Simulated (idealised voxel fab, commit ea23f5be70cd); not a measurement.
Process module under the name voxel self aligned vias
The figure presents cross-section cut, which has a width of 170 nm and is divided into square cells with an edge length of 5 nm.
A cross-section is written here as square cells arranged in a grid, and it is given in bands from the top down, each band taking up one or more rows of cells.
For a band, the entry starts with two heights in nm, that of the top and then that of the bottom, and carries on with the band's materials in order from left to right, each alongside its width in nm; the word "everywhere" beside a single material means it fills the band edge to edge, and "air" means empty space.
Below 0: as-received wafer, all one material; heights counted from there. Lowest band: no bottom, goes on down, written "0 -> down".
So if you see something like "30 to 40" for the width, read it as the top row of the band sitting at the first number and the bottom row at the second, with every row in between moving by the same amount as the last.
"nothing different", as given for a step, is the statement that not any cell of the cross-section underwent a change during that step.
Entry "Closed void register". Content: empty spaces with no open connection to the top, size 8 cells or greater. Each: width x height at distance. Distance: from left edge. Unit: nm.
Heads up: the bit after the settings on a step's line is the simulator's remark on that step.
"overlay nm" answers the question of how far to the right of plan the mask lay on a step that has a mask, and when it is negative the answer is to the left.
**Steps in the process plan**
| 1 | op RECEIVE | material Si |
| 2 | op CONFORMAL_DEP | material SiO2 | thk nm 15 |
| 3 | op CONFORMAL_DEP | material SiCN | thk nm 5 |
| 4 | op DIRECTIONAL_DEP | material lowk | thk nm 30 |
| 5 | op MASKED_ETCH | tone open | mask id LINES | width nm 20 | pitch nm 50 | etch materials lowk | depth nm 30 | overlay nm 0 |
| 6 | op CONFORMAL_DEP | material TiN | thk nm 5 |
| 7 | op FILL_DEP | material Ru | thk nm 10 |
| 8 | op CMP | height nm 50 |
| 9 | op SELECTIVE_ETCH | etch materials W Ru TiN | depth nm 5 |
| 10 | op FILL_DEP | material SiN | thk nm 10 |
| 11 | op CMP | height nm 50 |
| 12 | op DIRECTIONAL_DEP | material lowk | thk nm 15 |
| 13 | op MASKED_ETCH | tone open | mask id VIAS | width nm 30 | pitch nm 50 | etch materials lowk | depth nm 15 | overlay nm 0 |
| 14 | op MASKED_ETCH | tone open | mask id VIAS | width nm 30 | pitch nm 50 | etch materials SiN | depth nm 5 | overlay nm 0 |
| 15 | op CONFORMAL_DEP | material TiN | thk nm 5 |
| 16 | op FILL_DEP | material Cu | thk nm 5 |
| 17 | op CMP | height nm 65 |
| 18 | op CONFORMAL_DEP | material SiN | thk nm 5 |
Every wafer here starts from the same state; it is the step 9 depth nm that distinguishes them, and the value the plan gives belongs to the first wafer.
**First of several wafers, received after step 1, in cross-section**
  0 -> down: Si everywhere
  Closed void register: none
**First wafer of several, cross-section, module end, after step 18 (last)**
  70 -> 65: SiN everywhere
  65 -> 55: 45 nm lowk | 5 nm TiN | 20 nm Cu | 5 nm TiN | 20 nm lowk | 5 nm TiN | 20 nm Cu | 5 nm TiN | 45 nm lowk
  55 -> 50: 45 nm lowk | 10 nm TiN | 10 nm Cu | 10 nm TiN | 20 nm lowk | 10 nm TiN | 10 nm Cu | 10 nm TiN | 45 nm lowk
  50 -> 45: 50 nm lowk | 20 nm TiN | 30 nm lowk | 20 nm TiN | 50 nm lowk
  45 -> 25: 50 nm lowk | 5 nm TiN | 10 nm Ru | 5 nm TiN | 30 nm lowk | 5 nm TiN | 10 nm Ru | 5 nm TiN | 50 nm lowk
  25 -> 20: 50 nm lowk | 20 nm TiN | 30 nm lowk | 20 nm TiN | 50 nm lowk
  20 -> 15: SiCN everywhere
  15 -> 0: SiO2 everywhere
  0 -> down: Si everywhere
  Closed void register: none
**Final wafer of several, shown in cross-section at the end of the module**
  70 -> 65: SiN everywhere
  65 -> 55: 45 nm lowk | 5 nm TiN | 20 nm Cu | 5 nm TiN | 20 nm lowk | 5 nm TiN | 20 nm Cu | 5 nm TiN | 45 nm lowk
  55 -> 50: 45 nm lowk | 10 nm TiN | 10 nm Cu | 10 nm TiN | 20 nm lowk | 10 nm TiN | 10 nm Cu | 10 nm TiN | 45 nm lowk
  50 -> 45: 50 nm lowk | 20 nm TiN | 30 nm lowk | 20 nm TiN | 50 nm lowk
  45 -> 30: 50 nm lowk | 20 nm SiN | 30 nm lowk | 20 nm SiN | 50 nm lowk
  30 -> 25: 50 nm lowk | 5 nm TiN | 10 nm Ru | 5 nm TiN | 30 nm lowk | 5 nm TiN | 10 nm Ru | 5 nm TiN | 50 nm lowk
  25 -> 20: 50 nm lowk | 20 nm TiN | 30 nm lowk | 20 nm TiN | 50 nm lowk
  20 -> 15: SiCN everywhere
  15 -> 0: SiO2 everywhere
  0 -> down: Si everywhere
  Closed void register: none
**So in this table every wafer gets its own row, and what you see is where it stands at the end of the module: for each material, how many cells it picked up (+) or gave up (-) since we received it, and after that its closed voids**
depth nm 5; +20 Cu; +16 Ru; +34 SiCN; +34 SiN; +102 SiO2; +48 TiN; +222 lowk; Closed void register: none
depth nm 10; +20 Cu; +12 Ru; +34 SiCN; +42 SiN; +102 SiO2; +44 TiN; +222 lowk; Closed void register: none
depth nm 15; +20 Cu; +8 Ru; +34 SiCN; +50 SiN; +102 SiO2; +40 TiN; +222 lowk; Closed void register: none
depth nm 20; +20 Cu; +4 Ru; +34 SiCN; +58 SiN; +102 SiO2; +36 TiN; +222 lowk; Closed void register: none
